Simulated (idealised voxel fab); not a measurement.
process module | voxel capacitor over wiring
cross-section cut | 285 nm wide | cells 5 nm
A cross-section is a grid of square cells, given in bands from the top down. A band is one or more rows of cells.
Each band's line starts with the height of the band's top and of its bottom, in nm. Then come its materials from left to right, each with its width in nm. One material with "throughout" fills the band from edge to edge. "air" is empty space.
Height 0 is the level under which the wafer as received is all one material. The lowest band goes on downwards, as in "0 down".
A width such as "30 to 40" changes by the same amount from each row of cells to the next, from the band's top row to its bottom row.
"no change" after a step means that no cell of the cross-section changed.
closed voids: empty space of 8 cells or more with no open way to the top, each as width x height at its distance from the left edge, in nm
after a step's settings: what the simulator itself notes on the step
overlay nm, on a step with a mask: how far to the right of its planned place the mask lay; to the left if negative
plan
1 op RECEIVE | material Si
2 op CONFORMAL_DEP | material SiO2 | thk nm 10
3 op DIRECTIONAL_DEP | material TiN | thk nm 5
4 op DIRECTIONAL_DEP | material Ru | thk nm 25
5 op PATTERN | tone cover | mask id METAL_1 | material resist | width nm 20 | pitch nm 75 | thk nm 20 | overlay nm 0
6 op DIRECTIONAL_ETCH | etch materials Ru | depth nm 25
7 op DIRECTIONAL_ETCH | etch materials TiN | depth nm 5
8 op STRIP | etch materials resist
9 op CONFORMAL_DEP | material SiN | thk nm 5
10 op FILL_DEP | material lowk | thk nm 5
11 op CMP | height nm 40
12 op CONFORMAL_DEP | material SiCN | thk nm 5
13 op DIRECTIONAL_DEP | material SiO2 | thk nm 20
14 op DIRECTIONAL_DEP | material aC | thk nm 10
15 op PATTERN | tone open | mask id PLUG_1 | material resist | width nm 15 | thk nm 30 | overlay nm 0
16 op DIRECTIONAL_ETCH | etch materials aC | depth nm 10
17 op STRIP | etch materials resist
18 op DIRECTIONAL_ETCH | etch materials SiO2 | depth nm 20
19 op DIRECTIONAL_ETCH | etch materials SiCN | depth nm 5
20 op STRIP | etch materials aC
21 op EPI | material Ru | thk nm 10
22 op EPI | material Ru | thk nm 10
23 op EPI | material Ru | thk nm 5
24 op DIRECTIONAL_DEP | material TiN | thk nm 10
25 op DIRECTIONAL_DEP | material Al2O3 | thk nm 5
26 op DIRECTIONAL_DEP | material TiN | thk nm 5
27 op DIRECTIONAL_DEP | material aC | thk nm 15
28 op PATTERN | tone cover | mask id UPPER_PLATE | material resist | width nm 60 | thk nm 35 | overlay nm 0
29 op DIRECTIONAL_ETCH | etch materials aC | depth nm 15
30 op STRIP | etch materials resist
31 op DIRECTIONAL_ETCH | etch materials TiN | depth nm 5
32 op DIRECTIONAL_ETCH | etch materials Al2O3 | depth nm 5
33 op STRIP | etch materials aC
34 op MASKED_ETCH | tone cover | mask id LOWER_PLATE | width nm 70 | etch materials TiN | depth nm 10 | overlay nm 0
35 op FILL_DEP | material SiO2 | thk nm 20
36 op CMP | height nm 100
37 op PATTERN | tone open | mask id PLUG_2 | material resist | width nm 15 | thk nm 15 | overlay nm 0
38 op DIRECTIONAL_ETCH | etch materials SiO2 | depth nm 15
39 op STRIP | etch materials resist
40 op CONFORMAL_DEP | material TiN | thk nm 5
41 op FILL_DEP | material Cu | thk nm 5
42 op CMP | height nm 100
43 op CONFORMAL_DEP | material SiN | thk nm 5
as received, after step 1
  0 down: Si throughout
  closed voids: none
first wafer at the end, as planned
  105 to 100: SiN throughout
  100 to 90: SiO2 110 | TiN 5 | Cu 5 | TiN 5 | SiO2 160
  90 to 80: SiO2 110 to 100 | TiN 15 to 60 | SiO2 160 to 125
  80 to 75: SiO2 100 | Al2O3 60 | SiO2 125
  75 to 65: SiO2 95 | TiN 70 | SiO2 120
  65 to 45: SiO2 100 | Ru 15 | SiO2 170
  45 to 40: SiCN 100 | Ru 15 | SiCN 170
  40 to 15: lowk 90 | SiN 5 | Ru 20 | SiN 5 | lowk 45 | SiN 5 | Ru 20 | SiN 5 | lowk 90
  15 to 10: SiN 95 | TiN 20 | SiN 55 | TiN 20 | SiN 95
  10 to 0: SiO2 throughout
  0 down: Si throughout
  closed voids: none
second wafer at the end: like start, like plan, one mistake
  105 to 100: SiN throughout
  100 to 90: SiO2 110 | TiN 5 | Cu 5 | TiN 5 | SiO2 160
  90 to 80: SiO2 110 to 100 | TiN 15 to 60 | SiO2 160 to 125
  80 to 75: SiO2 100 | Al2O3 60 | SiO2 125
  75 to 65: SiO2 95 | TiN 70 | SiO2 120
  65 to 45: SiO2 100 | Ru 15 | SiO2 170
  45 to 40: SiCN 100 | Ru 15 | SiCN 170
  40 to 35: SiN 95 | TiN 20 | SiN 55 | TiN 20 | SiN 95
  35 to 10: Ru throughout
  10 to 0: SiO2 throughout
  0 down: Si throughout
  closed voids: none
what went wrong: steps 3 and 4 were swapped
at the end the second wafer has, in cells: 245 more of Ru | 20 fewer of SiN | 225 fewer of lowk
